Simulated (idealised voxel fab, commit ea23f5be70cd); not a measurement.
Process module name: voxel lift off
The cross-section on display is named cut; it measures 165 nm wide, and its cells are 5 nm squares.
Just so we're on the same page, the cross-sections are grids of square cells, and they're listed out in bands top to bottom, each band one or more rows deep.
What a band's entry tells you: where the top is and where the bottom is, as heights in nm, and after that what lies inside, material by material from left to right, each with its width in nm. Empty space is written as the word "empty", and a single material marked with the word "throughout" occupies the band from edge to edge.
Where do heights start? At 0: under that level the wafer as delivered is made of one material only. And the lowest band has no floor; it just carries on downward, as in "top 0, no bottom".
The expression "30->40" gives the width at the extremes of the band, the first number at its top row of cells and the second at its bottom row, with the width changing by equal amounts from each row to the next in between.
When a step is marked "no alterations made", none of the cells in the cross-section changed during that step.
If an empty space has no open way to the top and is at least 8 cells in size, "Closed internal voids" lists it, written width x height at distance, where distance is measured from the left edge and every value is in nm.
Heads up: the bit after the settings on a step's line is the simulator's remark on that step.
"overlay nm" answers the question of how far to the right of plan the mask lay on a step that has a mask, and when it is negative the answer is to the left.

**Process steps foreseen in the plan**
step 1: RECEIVE [material Si]
step 2: CONFORMAL_DEP [material SiO2] [thk nm 15]
step 3: PATTERN [tone open] [mask id LINES] [material resist] [width nm 20] [pitch nm 35] [thk nm 25] [overlay nm 0]
step 4: DIRECTIONAL_DEP [material Ru] [thk nm 15]
step 5: STRIP [etch materials resist]
step 6: CONFORMAL_DEP [material SiN] [thk nm 10]

**First of two wafers, with the run carried out as planned**

**Shown in cross-section is the wafer as received, that is, as it stands after step 1**
top 0, no bottom: Si throughout
Closed internal voids: none

**Wafer section view after processing step 2**
top 15, bottom 0: SiO2 throughout
For the remainder of the cross-section, below 0, there is no change.

**Wafer section view after processing step 3**
top 40, bottom 15: 35 resist  20 empty  15 resist  20 empty  15 resist  20 empty  40 resist
For the remainder of the cross-section, below 15, there is no change.

**Wafer section view after processing step 4**
top 55, bottom 40: 35 Ru  20 empty  15 Ru  20 empty  15 Ru  20 empty  40 Ru
top 40, bottom 30: 35 resist  20 empty  15 resist  20 empty  15 resist  20 empty  40 resist
top 30, bottom 15: 35 resist  20 Ru  15 resist  20 Ru  15 resist  20 Ru  40 resist
For the remainder of the cross-section, below 15, there is no change.

**Wafer section view after processing step 5**
top 30, bottom 15: 35 empty  20 Ru  15 empty  20 Ru  15 empty  20 Ru  40 empty
For the remainder of the cross-section, below 15, there is no change.

**Wafer section view after processing step 6**
top 40, bottom 30: 25 empty  110 SiN  30 empty
top 30, bottom 25: 25 empty  10 SiN  20 Ru  15 SiN  20 Ru  15 SiN  20 Ru  10 SiN  30 empty
top 25, bottom 15: 35 SiN  20 Ru  15 SiN  20 Ru  15 SiN  20 Ru  40 SiN
For the remainder of the cross-section, below 15, there is no change.

**Notes, second wafer: start = first wafer's, plan = first wafer's, execution had one mistake; history identical to first through step 5**

The second wafer in cross-section, at the planned close of step 6: no alterations made
The plan and the run diverged here: heads up, step 6 of the plan was skipped and never actually ran
It is noted that, at the conclusion of processing, the second wafer exhibits a higher or lower cell count for certain materials relative to the first: 96 fewer of SiN
